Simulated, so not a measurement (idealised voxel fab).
The following process module bears the name voxel released beams.
Square cell edge 5 nm, section width 255 nm, ID cut.
A cross-section is written here as square cells arranged in a grid, and it is given in bands from the top down, each band taking up one or more rows of cells.
In this notation a band is specified by the heights of its top and bottom, in that order and in nm, after which its materials appear from left to right, each paired with its width in nm. The word "full width" attached to a single material means that material fills the band from edge to edge; the word "air" stands for empty space.
The level at which height equals 0 is the one under which the wafer, as it arrives, is entirely one material. No lower edge exists for the bottom band, which continues downward and is notated as in "0..down".
Quick explanation for "30->40": the width changes in equal steps down the rows of cells, from the first number in the band's top row to the second number in its bottom row.
Key: "nothing was modified" - step with no changed cell in the cross-section.
This entry, "Sealed cavities", enumerates those empty regions of no fewer than 8 cells that possess no open connection to the top. Each region is reported in the form width x height at distance, the distance being taken from the left edge, with all three quantities expressed in nm.
after a step's settings: what the simulator itself notes on the step
overlay nm: for a step with a mask, the amount by which the mask lay right of where it was planned; a negative amount means left of it.

-- Intended process steps
1) RECEIVE with material Si
2) CONFORMAL_DEP with material SiN, thk nm 10
3) DIRECTIONAL_DEP with material SiO2, thk nm 10
4) MASKED_ETCH with tone open, mask id ANCHOR, width nm 45, etch materials SiO2, depth nm 10, overlay nm 0
5) CONFORMAL_DEP with material TiN, thk nm 15
6) MASKED_ETCH with tone cover, mask id BEAM, width nm 120, etch materials TiN, depth nm 15, overlay nm 0
7) STRIP with etch materials SiO2

-- As received (post step 1): cross-section
* 0..down: Si full width
* Sealed cavities: none

-- What the wafer looks like in cross-section after this module, when it starts as shown above and follows the plan above but one mistake is made in running it
* 35..25: air 70 | TiN 15 | air 15 | TiN 85 | air 70
* 25..20: air 70 | TiN 115 | air 70
* 20..10: air 70 | TiN 45 | air 140
* 10..0: SiN full width
* 0..down: Si full width
* Sealed cavities: none
Diagnosis: the process deviated at step 6: the operation and settings actually run there were MASKED_ETCH with tone cover, mask id BEAM, width nm 115, etch materials TiN, depth nm 15, overlay nm 0
